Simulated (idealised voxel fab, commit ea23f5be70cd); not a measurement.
This section sets out a process module, namely voxel transistor to metal.
In the cross-section labelled cut, the width is 270 nm and each square cell is 5 nm.
We lay out every cross-section as a grid of square cells and spell it out in bands from the top down, where one band means one or more rows of cells. Each band's line starts with the height of the band's top and of its bottom, in nm. Then come its materials from left to right, each with its width in nm. One material with "edge to edge" fills the band from edge to edge. "air" is empty space. Heights from 0 (as-received wafer is one material below). Bottom band endless downward, as "top 0, no bottom". Graded width ("30->40"): value in top row of band = first number; value in bottom row = second number; row-to-row change constant. When a step is marked "nothing altered", none of the cells in the cross-section changed during that step. So "Fully enclosed voids" is basically the list of trapped voids: any empty space of 8 cells or more that can't reach the top through an opening. They're written width x height at distance, the distance being from the left edge, and it's all nm. Where a step's line continues beyond its settings, the continuation is a remark by the simulator itself on that step. "overlay nm" answers the question of how far to the right of plan the mask lay on a step that has a mask, and when it is negative the answer is to the left.

These are the steps we planned for the process:
1. RECEIVE with material Si
2. OXIDIZE with depth nm 5
3. CONFORMAL_DEP with material SiN, thk nm 10
4. MASKED_ETCH with tone cover, mask id ACTIVE, width nm 110, pitch nm 130, etch materials SiN, depth nm 10, overlay nm 0
5. MASKED_ETCH with tone cover, mask id ACTIVE, width nm 110, pitch nm 130, etch materials SiO2, depth nm 5, overlay nm 0
6. MASKED_ETCH with tone cover, mask id ACTIVE, width nm 110, pitch nm 130, etch materials Si, depth nm 20, overlay nm 0
7. FILL_DEP with material SiO2, thk nm 5
8. CMP with height nm 10
9. SELECTIVE_ETCH with etch materials SiO2, depth nm 5
10. STRIP with etch materials SiN
11. SELECTIVE_ETCH with etch materials SiO2, depth nm 5
12. OXIDIZE with depth nm 5
13. DIRECTIONAL_DEP with material polySi, thk nm 25
14. DIRECTIONAL_DEP with material SiCN, thk nm 10
15. PATTERN with tone cover, mask id GATE, material resist, width nm 20, pitch nm 130, thk nm 20, overlay nm 0
16. DIRECTIONAL_ETCH with etch materials SiCN, depth nm 20
17. DIRECTIONAL_ETCH with etch materials polySi, depth nm 35
18. STRIP with etch materials resist
19. CONFORMAL_DEP with material SiN, thk nm 5
20. DIRECTIONAL_ETCH with etch materials SiN, depth nm 5
21. DIRECTIONAL_ETCH with etch materials SiO2, depth nm 5
22. EPI with material SiGe, thk nm 5
23. FILL_DEP with material SiO2, thk nm 10
24. CMP with height nm 30
25. DIRECTIONAL_DEP with material SiO2, thk nm 10
26. PATTERN with tone open, mask id CONTACT, material resist, width nm 30, thk nm 20, overlay nm 0
27. DIRECTIONAL_ETCH with etch materials SiO2, depth nm 45
28. STRIP with etch materials resist
29. CONFORMAL_DEP with material TiN, thk nm 5
30. FILL_DEP with material Ru, thk nm 10
31. CMP with height nm 40
32. DIRECTIONAL_DEP with material TiN, thk nm 5
33. DIRECTIONAL_DEP with material W, thk nm 15
34. PATTERN with tone cover, mask id METAL_1, material resist, width nm 20, thk nm 15, overlay nm 0
35. DIRECTIONAL_ETCH with etch materials W, depth nm 15
36. DIRECTIONAL_ETCH with etch materials TiN, depth nm 5
37. STRIP with etch materials resist
38. CONFORMAL_DEP with material SiN, thk nm 5
39. FILL_DEP with material SiO2, thk nm 5
40. CMP with height nm 60
41. CONFORMAL_DEP with material SiN, thk nm 5

First of two wafers, with the run carried out as planned:

Wafer cross-section on receipt, i.e. after step 1:
> top 0, no bottom  Si edge to edge
> Fully enclosed voids: none

The wafer, seen in cross-section, after step 2:
> top 0, bottom -5  SiO2 edge to edge
> Everything under -5 stays put, no change at all.

The wafer, seen in cross-section, after step 3:
> top 10, bottom 0  SiN edge to edge
> Everything under 0 stays put, no change at all.

The wafer, seen in cross-section, after step 4:
> top 10, bottom 0  air (15); SiN (110); air (20); SiN (110); air (15)
> Everything under 0 stays put, no change at all.

The wafer, seen in cross-section, after step 5:
> top 10, bottom 0  air (15); SiN (110); air (20); SiN (110); air (15)
> top 0, bottom -5  air (15); SiO2 (110); air (20); SiO2 (110); air (15)
> Everything under -5 stays put, no change at all.

The wafer, seen in cross-section, after step 6:
> top 10, bottom 0  air (15); SiN (110); air (20); SiN (110); air (15)
> top 0, bottom -5  air (15); SiO2 (110); air (20); SiO2 (110); air (15)
> top -5, bottom -25  air (15); Si (110); air (20); Si (110); air (15)
> Everything under -25 stays put, no change at all.

The wafer, seen in cross-section, after step 7:
> top 15, bottom 10  SiO2 edge to edge
> top 10, bottom 0  SiO2 (15); SiN (110); SiO2 (20); SiN (110); SiO2 (15)
> top 0, bottom -5  SiO2 edge to edge
> top -5, bottom -25  SiO2 (15); Si (110); SiO2 (20); Si (110); SiO2 (15)
> Everything under -25 stays put, no change at all.

The wafer, seen in cross-section, after step 8:
> top 10, bottom 0  SiO2 (15); SiN (110); SiO2 (20); SiN (110); SiO2 (15)
> Everything under 0 stays put, no change at all.

The wafer, seen in cross-section, after step 9:
> top 10, bottom 5  air (15); SiN (110); air (20); SiN (110); air (15)
> Everything under 5 stays put, no change at all.

The wafer, seen in cross-section, after step 10:
> top 5, bottom 0  SiO2 (15); air (110); SiO2 (20); air (110); SiO2 (15)
> Everything under 0 stays put, no change at all.

The wafer, seen in cross-section, after step 11:
> top 0, bottom -5  SiO2 (10); air (120); SiO2 (10); air (120); SiO2 (10)
> Everything under -5 stays put, no change at all.

The wafer, seen in cross-section, after step 12:
> top 0, bottom -5  SiO2 (10); air (120); SiO2 (10); air (120); SiO2 (10)
> top -5, bottom -10  SiO2 edge to edge
> Everything under -10 stays put, no change at all.

The wafer, seen in cross-section, after step 13:
> top 25, bottom 20  polySi (10); air (120); polySi (10); air (120); polySi (10)
> top 20, bottom 0  polySi edge to edge
> top 0, bottom -5  SiO2 (10); polySi (120); SiO2 (10); polySi (120); SiO2 (10)
> Everything under -5 stays put, no change at all.

The wafer, seen in cross-section, after step 14:
> top 35, bottom 30  SiCN (10); air (120); SiCN (10); air (120); SiCN (10)
> top 30, bottom 25  SiCN edge to edge
> top 25, bottom 20  polySi (10); SiCN (120); polySi (10); SiCN (120); polySi (10)
> Everything under 20 stays put, no change at all.

The wafer, seen in cross-section, after step 15:
> top 55, bottom 35  air (60); resist (20); air (110); resist (20); air (60)
> top 35, bottom 30  SiCN (10); air (50); resist (20); air (50); SiCN (10); air (50); resist (20); air (50); SiCN (10)
> Everything under 30 stays put, no change at all.

The wafer, seen in cross-section, after step 16:
> top 55, bottom 30  air (60); resist (20); air (110); resist (20); air (60)
> top 30, bottom 25  air (60); SiCN (20); air (110); SiCN (20); air (60)
> top 25, bottom 20  polySi (10); air (50); SiCN (20); air (50); polySi (10); air (50); SiCN (20); air (50); polySi (10)
> Everything under 20 stays put, no change at all.

The wafer, seen in cross-section, after step 17:
> top 55, bottom 30  air (60); resist (20); air (110); resist (20); air (60)
> top 30, bottom 20  air (60); SiCN (20); air (110); SiCN (20); air (60)
> top 20, bottom 0  air (60); polySi (20); air (110); polySi (20); air (60)
> top 0, bottom -5  SiO2 (10); air (50); polySi (20); air (50); SiO2 (10); air (50); polySi (20); air (50); SiO2 (10)
> Everything under -5 stays put, no change at all.

The wafer, seen in cross-section, after step 18:
> top 30, bottom 20  air (60); SiCN (20); air (110); SiCN (20); air (60)
> Everything under 20 stays put, no change at all.

The wafer, seen in cross-section, after step 19:
> top 35, bottom 30  air (55); SiN (30); air (100); SiN (30); air (55)
> top 30, bottom 20  air (55); SiN (5); SiCN (20); SiN (5); air (100); SiN (5); SiCN (20); SiN (5); air (55)
> top 20, bottom 5  air (55); SiN (5); polySi (20); SiN (5); air (100); SiN (5); polySi (20); SiN (5); air (55)
> top 5, bottom 0  SiN (15); air (40); SiN (5); polySi (20); SiN (5); air (40); SiN (20); air (40); SiN (5); polySi (20); SiN (5); air (40); SiN (15)
> top 0, bottom -5  SiO2 (10); SiN (50); polySi (20); SiN (50); SiO2 (10); SiN (50); polySi (20); SiN (50); SiO2 (10)
> Everything under -5 stays put, no change at all.

The wafer, seen in cross-section, after step 20:
> top 30, bottom 20  air (55); SiN (5); SiCN (20); SiN (5); air (100); SiN (5); SiCN (20); SiN (5); air (55)
> top 20, bottom 0  air (55); SiN (5); polySi (20); SiN (5); air (100); SiN (5); polySi (20); SiN (5); air (55)
> top 0, bottom -5  SiO2 (10); SiN (5); air (40); SiN (5); polySi (20); SiN (5); air (40); SiN (5); SiO2 (10); SiN (5); air (40); SiN (5); polySi (20); SiN (5); air (40); SiN (5); SiO2 (10)
> Everything under -5 stays put, no change at all.

The wafer, seen in cross-section, after step 21:
> top 30, bottom 20  air (55); SiN (5); SiCN (20); SiN (5); air (100); SiN (5); SiCN (20); SiN (5); air (55)
> top 20, bottom 0  air (55); SiN (5); polySi (20); SiN (5); air (100); SiN (5); polySi (20); SiN (5); air (55)
> top 0, bottom -5  air (10); SiN (5); air (40); SiN (5); polySi (20); SiN (5); air (40); SiN (5); air (10); SiN (5); air (40); SiN (5); polySi (20); SiN (5); air (40); SiN (5); air (10)
> top -5, bottom -10  SiO2 (15); air (40); SiO2 (30); air (40); SiO2 (20); air (40); SiO2 (30); air (40); SiO2 (15)
> Everything under -10 stays put, no change at all.

The wafer, seen in cross-section, after step 22:
> top 30, bottom 20  air (55); SiN (5); SiCN (20); SiN (5); air (100); SiN (5); SiCN (20); SiN (5); air (55)
> top 20, bottom 0  air (55); SiN (5); polySi (20); SiN (5); air (100); SiN (5); polySi (20); SiN (5); air (55)
> top 0, bottom -5  air (10); SiN (5); air (40); SiN (5); polySi (20); SiN (5); air (40); SiN (5); air (10); SiN (5); air (40); SiN (5); polySi (20); SiN (5); air (40); SiN (5); air (10)
> top -5, bottom -10  SiO2 (15); SiGe (40); SiO2 (30); SiGe (40); SiO2 (20); SiGe (40); SiO2 (30); SiGe (40); SiO2 (15)
> Everything under -10 stays put, no change at all.

The wafer, seen in cross-section, after step 23:
> top 40, bottom 30  SiO2 edge to edge
> top 30, bottom 20  SiO2 (55); SiN (5); SiCN (20); SiN (5); SiO2 (100); SiN (5); SiCN (20); SiN (5); SiO2 (55)
> top 20, bottom 0  SiO2 (55); SiN (5); polySi (20); SiN (5); SiO2 (100); SiN (5); polySi (20); SiN (5); SiO2 (55)
> top 0, bottom -5  SiO2 (10); SiN (5); SiO2 (40); SiN (5); polySi (20); SiN (5); SiO2 (40); SiN (5); SiO2 (10); SiN (5); SiO2 (40); SiN (5); polySi (20); SiN (5); SiO2 (40); SiN (5); SiO2 (10)
> Everything under -5 stays put, no change at all.

The wafer, seen in cross-section, after step 24:
> top 30, bottom 20  SiO2 (55); SiN (5); SiCN (20); SiN (5); SiO2 (100); SiN (5); SiCN (20); SiN (5); SiO2 (55)
> Everything under 20 stays put, no change at all.

The wafer, seen in cross-section, after step 25:
> top 40, bottom 30  SiO2 edge to edge
> Everything under 30 stays put, no change at all.

The wafer, seen in cross-section, after step 26:
> top 60, bottom 40  resist (25); air (30); resist (30); air (30); resist (40); air (30); resist (30); air (30); resist (25)
> Everything under 40 stays put, no change at all.

The wafer, seen in cross-section, after step 27:
> top 60, bottom 40  resist (25); air (30); resist (30); air (30); resist (40); air (30); resist (30); air (30); resist (25)
> top 40, bottom 30  SiO2 (25); air (30); SiO2 (30); air (30); SiO2 (40); air (30); SiO2 (30); air (30); SiO2 (25)
> top 30, bottom 20  SiO2 (25); air (30); SiN (5); SiCN (20); SiN (5); air (30); SiO2 (40); air (30); SiN (5); SiCN (20); SiN (5); air (30); SiO2 (25)
> top 20, bottom 0  SiO2 (25); air (30); SiN (5); polySi (20); SiN (5); air (30); SiO2 (40); air (30); SiN (5); polySi (20); SiN (5); air (30); SiO2 (25)
> top 0, bottom -5  SiO2 (10); SiN (5); SiO2 (10); air (30); SiN (5); polySi (20); SiN (5); air (30); SiO2 (10); SiN (5); SiO2 (10); SiN (5); SiO2 (10); air (30); SiN (5); polySi (20); SiN (5); air (30); SiO2 (10); SiN (5); SiO2 (10)
> Everything under -5 stays put, no change at all.

The wafer, seen in cross-section, after step 28:
> top 40, bottom 30  SiO2 (25); air (30); SiO2 (30); air (30); SiO2 (40); air (30); SiO2 (30); air (30); SiO2 (25)
> Everything under 30 stays put, no change at all.

The wafer, seen in cross-section, after step 29:
> top 45, bottom 40  TiN (30); air (20); TiN (40); air (20); TiN (50); air (20); TiN (40); air (20); TiN (30)
> top 40, bottom 30  SiO2 (25); TiN (5); air (20); TiN (5); SiO2 (30); TiN (5); air (20); TiN (5); SiO2 (40); TiN (5); air (20); TiN (5); SiO2 (30); TiN (5); air (20); TiN (5); SiO2 (25)
> top 30, bottom 20  SiO2 (25); TiN (5); air (20); TiN (5); SiN (5); SiCN (20); SiN (5); TiN (5); air (20); TiN (5); SiO2 (40); TiN (5); air (20); TiN (5); SiN (5); SiCN (20); SiN (5); TiN (5); air (20); TiN (5); SiO2 (25)
> top 20, bottom 0  SiO2 (25); TiN (5); air (20); TiN (5); SiN (5); polySi (20); SiN (5); TiN (5); air (20); TiN (5); SiO2 (40); TiN (5); air (20); TiN (5); SiN (5); polySi (20); SiN (5); TiN (5); air (20); TiN (5); SiO2 (25)
> top 0, bottom -5  SiO2 (10); SiN (5); SiO2 (10); TiN (30); SiN (5); polySi (20); SiN (5); TiN (30); SiO2 (10); SiN (5); SiO2 (10); SiN (5); SiO2 (10); TiN (30); SiN (5); polySi (20); SiN (5); TiN (30); SiO2 (10); SiN (5); SiO2 (10)
> Everything under -5 stays put, no change at all.

The wafer, seen in cross-section, after step 30:
> top 55, bottom 45  Ru edge to edge
> top 45, bottom 40  TiN (30); Ru (20); TiN (40); Ru (20); TiN (50); Ru (20); TiN (40); Ru (20); TiN (30)
> top 40, bottom 30  SiO2 (25); TiN (5); Ru (20); TiN (5); SiO2 (30); TiN (5); Ru (20); TiN (5); SiO2 (40); TiN (5); Ru (20); TiN (5); SiO2 (30); TiN (5); Ru (20); TiN (5); SiO2 (25)
> top 30, bottom 20  SiO2 (25); TiN (5); Ru (20); TiN (5); SiN (5); SiCN (20); SiN (5); TiN (5); Ru (20); TiN (5); SiO2 (40); TiN (5); Ru (20); TiN (5); SiN (5); SiCN (20); SiN (5); TiN (5); Ru (20); TiN (5); SiO2 (25)
> top 20, bottom 0  SiO2 (25); TiN (5); Ru (20); TiN (5); SiN (5); polySi (20); SiN (5); TiN (5); Ru (20); TiN (5); SiO2 (40); TiN (5); Ru (20); TiN (5); SiN (5); polySi (20); SiN (5); TiN (5); Ru (20); TiN (5); SiO2 (25)
> Everything under 0 stays put, no change at all.

The wafer, seen in cross-section, after step 31:
> top 40, bottom 30  SiO2 (25); TiN (5); Ru (20); TiN (5); SiO2 (30); TiN (5); Ru (20); TiN (5); SiO2 (40); TiN (5); Ru (20); TiN (5); SiO2 (30); TiN (5); Ru (20); TiN (5); SiO2 (25)
> Everything under 30 stays put, no change at all.

The wafer, seen in cross-section, after step 32:
> top 45, bottom 40  TiN edge to edge
> Everything under 40 stays put, no change at all.

The wafer, seen in cross-section, after step 33:
> top 60, bottom 45  W edge to edge
> Everything under 45 stays put, no change at all.

The wafer, seen in cross-section, after step 34:
> top 75, bottom 60  air (25); resist (20); air (50); resist (20); air (40); resist (20); air (50); resist (20); air (25)
> Everything under 60 stays put, no change at all.

The wafer, seen in cross-section, after step 35:
> top 75, bottom 60  air (25); resist (20); air (50); resist (20); air (40); resist (20); air (50); resist (20); air (25)
> top 60, bottom 45  air (25); W (20); air (50); W (20); air (40); W (20); air (50); W (20); air (25)
> Everything under 45 stays put, no change at all.

The wafer, seen in cross-section, after step 36:
> top 75, bottom 60  air (25); resist (20); air (50); resist (20); air (40); resist (20); air (50); resist (20); air (25)
> top 60, bottom 45  air (25); W (20); air (50); W (20); air (40); W (20); air (50); W (20); air (25)
> top 45, bottom 40  air (25); TiN (20); air (50); TiN (20); air (40); TiN (20); air (50); TiN (20); air (25)
> Everything under 40 stays put, no change at all.

The wafer, seen in cross-section, after step 37:
> top 60, bottom 45  air (25); W (20); air (50); W (20); air (40); W (20); air (50); W (20); air (25)
> Everything under 45 stays put, no change at all.

The wafer, seen in cross-section, after step 38:
> top 65, bottom 60  air (20); SiN (30); air (40); SiN (30); air (30); SiN (30); air (40); SiN (30); air (20)
> top 60, bottom 45  air (20); SiN (5); W (20); SiN (5); air (40); SiN (5); W (20); SiN (5); air (30); SiN (5); W (20); SiN (5); air (40); SiN (5); W (20); SiN (5); air (20)
> top 45, bottom 40  SiN (25); TiN (20); SiN (50); TiN (20); SiN (40); TiN (20); SiN (50); TiN (20); SiN (25)
> Everything under 40 stays put, no change at all.

The wafer, seen in cross-section, after step 39:
> top 70, bottom 65  SiO2 edge to edge
> top 65, bottom 60  SiO2 (20); SiN (30); SiO2 (40); SiN (30); SiO2 (30); SiN (30); SiO2 (40); SiN (30); SiO2 (20)
> top 60, bottom 45  SiO2 (20); SiN (5); W (20); SiN (5); SiO2 (40); SiN (5); W (20); SiN (5); SiO2 (30); SiN (5); W (20); SiN (5); SiO2 (40); SiN (5); W (20); SiN (5); SiO2 (20)
> Everything under 45 stays put, no change at all.

The wafer, seen in cross-section, after step 40:
> top 60, bottom 45  SiO2 (20); SiN (5); W (20); SiN (5); SiO2 (40); SiN (5); W (20); SiN (5); SiO2 (30); SiN (5); W (20); SiN (5); SiO2 (40); SiN (5); W (20); SiN (5); SiO2 (20)
> Everything under 45 stays put, no change at all.

The wafer, seen in cross-section, after step 41:
> top 65, bottom 60  SiN edge to edge
> Everything under 60 stays put, no change at all.

Now the other wafer: same start, same recipe, but we messed up one thing when running it. Up to and including step 10 it's the same as the first one:

Second wafer, cross-section, planned end of step 11:
> top -5, bottom -15  air (15); Si (110); air (20); Si (110); air (15)
> Everything under -15 stays put, no change at all.

Second wafer, cross-section, planned end of step 12:
> top -5, bottom -10  air (15); SiO2 (110); air (20); SiO2 (110); air (15)
> top -10, bottom -15  air (15); SiO2 (5); Si (100); SiO2 (5); air (20); SiO2 (5); Si (100); SiO2 (5); air (15)
> top -15, bottom -25  SiO2 (20->15); Si (100->110); SiO2 (30->20); Si (100->110); SiO2 (20->15)
> Everything under -25 stays put, no change at all.

Second wafer, cross-section, planned end of step 13:
> top 20, bottom 10  air (15); polySi (110); air (20); polySi (110); air (15)
> top 10, bottom -5  polySi edge to edge
> top -5, bottom -10  polySi (15); SiO2 (110); polySi (20); SiO2 (110); polySi (15)
> top -10, bottom -15  polySi (15); SiO2 (5); Si (100); SiO2 (5); polySi (20); SiO2 (5); Si (100); SiO2 (5); polySi (15)
> Everything under -15 stays put, no change at all.

Second wafer, cross-section, planned end of step 14:
> top 30, bottom 20  air (15); SiCN (110); air (20); SiCN (110); air (15)
> top 20, bottom 10  SiCN (15); polySi (110); SiCN (20); polySi (110); SiCN (15)
> Everything under 10 stays put, no change at all.

Second wafer, cross-section, planned end of step 15:
> top 50, bottom 30  air (60); resist (20); air (110); resist (20); air (60)
> Everything under 30 stays put, no change at all.

Second wafer, cross-section, planned end of step 16:
> top 50, bottom 30  air (60); resist (20); air (110); resist (20); air (60)
> top 30, bottom 20  air (60); SiCN (20); air (110); SiCN (20); air (60)
> top 20, bottom 10  air (15); polySi (110); air (20); polySi (110); air (15)
> Everything under 10 stays put, no change at all.

Second wafer, cross-section, planned end of step 17:
> top 50, bottom 30  air (60); resist (20); air (110); resist (20); air (60)
> top 30, bottom 20  air (60); SiCN (20); air (110); SiCN (20); air (60)
> top 20, bottom -5  air (60); polySi (20); air (110); polySi (20); air (60)
> top -5, bottom -10  air (15); SiO2 (110); air (20); SiO2 (110); air (15)
> top -10, bottom -15  air (15); SiO2 (5); Si (100); SiO2 (5); air (20); SiO2 (5); Si (100); SiO2 (5); air (15)
> Everything under -15 stays put, no change at all.

Second wafer, cross-section, planned end of step 18:
> top 30, bottom 20  air (60); SiCN (20); air (110); SiCN (20); air (60)
> Everything under 20 stays put, no change at all.

Second wafer, cross-section, planned end of step 19:
> top 35, bottom 30  air (55); SiN (30); air (100); SiN (30); air (55)
> top 30, bottom 20  air (55); SiN (5); SiCN (20); SiN (5); air (100); SiN (5); SiCN (20); SiN (5); air (55)
> top 20, bottom 0  air (55); SiN (5); polySi (20); SiN (5); air (100); SiN (5); polySi (20); SiN (5); air (55)
> top 0, bottom -5  air (10); SiN (50); polySi (20); SiN (50); air (10); SiN (50); polySi (20); SiN (50); air (10)
> top -5, bottom -10  air (10); SiN (5); SiO2 (110); SiN (5); air (10); SiN (5); SiO2 (110); SiN (5); air (10)
> top -10, bottom -15  SiN (15); SiO2 (5); Si (100); SiO2 (5); SiN (20); SiO2 (5); Si (100); SiO2 (5); SiN (15)
> Everything under -15 stays put, no change at all.

Second wafer, cross-section, planned end of step 20:
> top 30, bottom 20  air (55); SiN (5); SiCN (20); SiN (5); air (100); SiN (5); SiCN (20); SiN (5); air (55)
> top 20, bottom -5  air (55); SiN (5); polySi (20); SiN (5); air (100); SiN (5); polySi (20); SiN (5); air (55)
> top -5, bottom -10  air (10); SiN (5); SiO2 (110); SiN (5); air (10); SiN (5); SiO2 (110); SiN (5); air (10)
> top -10, bottom -15  air (10); SiN (5); SiO2 (5); Si (100); SiO2 (5); SiN (5); air (10); SiN (5); SiO2 (5); Si (100); SiO2 (5); SiN (5); air (10)
> Everything under -15 stays put, no change at all.

Second wafer, cross-section, planned end of step 21:
> top 30, bottom 20  air (55); SiN (5); SiCN (20); SiN (5); air (100); SiN (5); SiCN (20); SiN (5); air (55)
> top 20, bottom -5  air (55); SiN (5); polySi (20); SiN (5); air (100); SiN (5); polySi (20); SiN (5); air (55)
> top -5, bottom -10  air (10); SiN (5); air (40); SiO2 (30); air (40); SiN (5); air (10); SiN (5); air (40); SiO2 (30); air (40); SiN (5); air (10)
> top -10, bottom -15  air (10); SiN (5); SiO2 (5); Si (100); SiO2 (5); SiN (5); air (10); SiN (5); SiO2 (5); Si (100); SiO2 (5); SiN (5); air (10)
> top -15, bottom -20  air (10); SiO2 (10); Si (100); SiO2 (10); air (10); SiO2 (10); Si (100); SiO2 (10); air (10)
> Everything under -20 stays put, no change at all.

Second wafer, cross-section, planned end of step 22:
> top 30, bottom 20  air (55); SiN (5); SiCN (20); SiN (5); air (100); SiN (5); SiCN (20); SiN (5); air (55)
> top 20, bottom -5  air (55); SiN (5); polySi (20); SiN (5); air (100); SiN (5); polySi (20); SiN (5); air (55)
> top -5, bottom -10  air (10); SiN (5); SiGe (40); SiO2 (30); SiGe (40); SiN (5); air (10); SiN (5); SiGe (40); SiO2 (30); SiGe (40); SiN (5); air (10)
> Everything under -10 stays put, no change at all.

Second wafer, cross-section, planned end of step 23:
> top 40, bottom 30  SiO2 edge to edge
> top 30, bottom 20  SiO2 (55); SiN (5); SiCN (20); SiN (5); SiO2 (100); SiN (5); SiCN (20); SiN (5); SiO2 (55)
> top 20, bottom -5  SiO2 (55); SiN (5); polySi (20); SiN (5); SiO2 (100); SiN (5); polySi (20); SiN (5); SiO2 (55)
> top -5, bottom -10  SiO2 (10); SiN (5); SiGe (40); SiO2 (30); SiGe (40); SiN (5); SiO2 (10); SiN (5); SiGe (40); SiO2 (30); SiGe (40); SiN (5); SiO2 (10)
> top -10, bottom -15  SiO2 (10); SiN (5); SiO2 (5); Si (100); SiO2 (5); SiN (5); SiO2 (10); SiN (5); SiO2 (5); Si (100); SiO2 (5); SiN (5); SiO2 (10)
> top -15, bottom -25  SiO2 (20->15); Si (100->110); SiO2 (30->20); Si (100->110); SiO2 (20->15)
> Everything under -25 stays put, no change at all.

Second wafer, cross-section, planned end of step 24:
> top 30, bottom 20  SiO2 (55); SiN (5); SiCN (20); SiN (5); SiO2 (100); SiN (5); SiCN (20); SiN (5); SiO2 (55)
> Everything under 20 stays put, no change at all.

Second wafer, cross-section, planned end of step 25:
> top 40, bottom 30  SiO2 edge to edge
> Everything under 30 stays put, no change at all.

Second wafer, cross-section, planned end of step 26:
> top 60, bottom 40  resist (25); air (30); resist (30); air (30); resist (40); air (30); resist (30); air (30); resist (25)
> Everything under 40 stays put, no change at all.

Second wafer, cross-section, planned end of step 27:
> top 60, bottom 40  resist (25); air (30); resist (30); air (30); resist (40); air (30); resist (30); air (30); resist (25)
> top 40, bottom 30  SiO2 (25); air (30); SiO2 (30); air (30); SiO2 (40); air (30); SiO2 (30); air (30); SiO2 (25)
> top 30, bottom 20  SiO2 (25); air (30); SiN (5); SiCN (20); SiN (5); air (30); SiO2 (40); air (30); SiN (5); SiCN (20); SiN (5); air (30); SiO2 (25)
> top 20, bottom -5  SiO2 (25); air (30); SiN (5); polySi (20); SiN (5); air (30); SiO2 (40); air (30); SiN (5); polySi (20); SiN (5); air (30); SiO2 (25)
> Everything under -5 stays put, no change at all.

Second wafer, cross-section, planned end of step 28:
> top 40, bottom 30  SiO2 (25); air (30); SiO2 (30); air (30); SiO2 (40); air (30); SiO2 (30); air (30); SiO2 (25)
> Everything under 30 stays put, no change at all.

Second wafer, cross-section, planned end of step 29:
> top 45, bottom 40  TiN (30); air (20); TiN (40); air (20); TiN (50); air (20); TiN (40); air (20); TiN (30)
> top 40, bottom 30  SiO2 (25); TiN (5); air (20); TiN (5); SiO2 (30); TiN (5); air (20); TiN (5); SiO2 (40); TiN (5); air (20); TiN (5); SiO2 (30); TiN (5); air (20); TiN (5); SiO2 (25)
> top 30, bottom 20  SiO2 (25); TiN (5); air (20); TiN (5); SiN (5); SiCN (20); SiN (5); TiN (5); air (20); TiN (5); SiO2 (40); TiN (5); air (20); TiN (5); SiN (5); SiCN (20); SiN (5); TiN (5); air (20); TiN (5); SiO2 (25)
> top 20, bottom 0  SiO2 (25); TiN (5); air (20); TiN (5); SiN (5); polySi (20); SiN (5); TiN (5); air (20); TiN (5); SiO2 (40); TiN (5); air (20); TiN (5); SiN (5); polySi (20); SiN (5); TiN (5); air (20); TiN (5); SiO2 (25)
> top 0, bottom -5  SiO2 (25); TiN (30); SiN (5); polySi (20); SiN (5); TiN (30); SiO2 (40); TiN (30); SiN (5); polySi (20); SiN (5); TiN (30); SiO2 (25)
> Everything under -5 stays put, no change at all.

Second wafer, cross-section, planned end of step 30:
> top 55, bottom 45  Ru edge to edge
> top 45, bottom 40  TiN (30); Ru (20); TiN (40); Ru (20); TiN (50); Ru (20); TiN (40); Ru (20); TiN (30)
> top 40, bottom 30  SiO2 (25); TiN (5); Ru (20); TiN (5); SiO2 (30); TiN (5); Ru (20); TiN (5); SiO2 (40); TiN (5); Ru (20); TiN (5); SiO2 (30); TiN (5); Ru (20); TiN (5); SiO2 (25)
> top 30, bottom 20  SiO2 (25); TiN (5); Ru (20); TiN (5); SiN (5); SiCN (20); SiN (5); TiN (5); Ru (20); TiN (5); SiO2 (40); TiN (5); Ru (20); TiN (5); SiN (5); SiCN (20); SiN (5); TiN (5); Ru (20); TiN (5); SiO2 (25)
> top 20, bottom 0  SiO2 (25); TiN (5); Ru (20); TiN (5); SiN (5); polySi (20); SiN (5); TiN (5); Ru (20); TiN (5); SiO2 (40); TiN (5); Ru (20); TiN (5); SiN (5); polySi (20); SiN (5); TiN (5); Ru (20); TiN (5); SiO2 (25)
> Everything under 0 stays put, no change at all.

Second wafer, cross-section, planned end of step 31:
> top 40, bottom 30  SiO2 (25); TiN (5); Ru (20); TiN (5); SiO2 (30); TiN (5); Ru (20); TiN (5); SiO2 (40); TiN (5); Ru (20); TiN (5); SiO2 (30); TiN (5); Ru (20); TiN (5); SiO2 (25)
> Everything under 30 stays put, no change at all.

Second wafer, cross-section, planned end of step 32:
> top 45, bottom 40  TiN edge to edge
> Everything under 40 stays put, no change at all.

Second wafer, cross-section, planned end of step 33:
> top 60, bottom 45  W edge to edge
> Everything under 45 stays put, no change at all.

Second wafer, cross-section, planned end of step 34:
> top 75, bottom 60  air (25); resist (20); air (50); resist (20); air (40); resist (20); air (50); resist (20); air (25)
> Everything under 60 stays put, no change at all.

Second wafer, cross-section, planned end of step 35:
> top 75, bottom 60  air (25); resist (20); air (50); resist (20); air (40); resist (20); air (50); resist (20); air (25)
> top 60, bottom 45  air (25); W (20); air (50); W (20); air (40); W (20); air (50); W (20); air (25)
> Everything under 45 stays put, no change at all.

Second wafer, cross-section, planned end of step 36:
> top 75, bottom 60  air (25); resist (20); air (50); resist (20); air (40); resist (20); air (50); resist (20); air (25)
> top 60, bottom 45  air (25); W (20); air (50); W (20); air (40); W (20); air (50); W (20); air (25)
> top 45, bottom 40  air (25); TiN (20); air (50); TiN (20); air (40); TiN (20); air (50); TiN (20); air (25)
> Everything under 40 stays put, no change at all.

Second wafer, cross-section, planned end of step 37:
> top 60, bottom 45  air (25); W (20); air (50); W (20); air (40); W (20); air (50); W (20); air (25)
> Everything under 45 stays put, no change at all.

Second wafer, cross-section, planned end of step 38:
> top 65, bottom 60  air (20); SiN (30); air (40); SiN (30); air (30); SiN (30); air (40); SiN (30); air (20)
> top 60, bottom 45  air (20); SiN (5); W (20); SiN (5); air (40); SiN (5); W (20); SiN (5); air (30); SiN (5); W (20); SiN (5); air (40); SiN (5); W (20); SiN (5); air (20)
> top 45, bottom 40  SiN (25); TiN (20); SiN (50); TiN (20); SiN (40); TiN (20); SiN (50); TiN (20); SiN (25)
> Everything under 40 stays put, no change at all.

Second wafer, cross-section, planned end of step 39:
> top 70, bottom 65  SiO2 edge to edge
> top 65, bottom 60  SiO2 (20); SiN (30); SiO2 (40); SiN (30); SiO2 (30); SiN (30); SiO2 (40); SiN (30); SiO2 (20)
> top 60, bottom 45  SiO2 (20); SiN (5); W (20); SiN (5); SiO2 (40); SiN (5); W (20); SiN (5); SiO2 (30); SiN (5); W (20); SiN (5); SiO2 (40); SiN (5); W (20); SiN (5); SiO2 (20)
> Everything under 45 stays put, no change at all.

Second wafer, cross-section, planned end of step 40:
> top 60, bottom 45  SiO2 (20); SiN (5); W (20); SiN (5); SiO2 (40); SiN (5); W (20); SiN (5); SiO2 (30); SiN (5); W (20); SiN (5); SiO2 (40); SiN (5); W (20); SiN (5); SiO2 (20)
> Everything under 45 stays put, no change at all.

Second wafer, cross-section, planned end of step 41:
> top 65, bottom 60  SiN edge to edge
> Everything under 60 stays put, no change at all.
The mistake made against the process plan was this: so step 11 ended up running with a different setting than we planned, it ran as SELECTIVE_ETCH with etch materials SiO2, depth nm 15
The closing comparison, in cells, has the second wafer with more or fewer of some materials than the first: -8 Si, +4 SiN, +4 SiO2
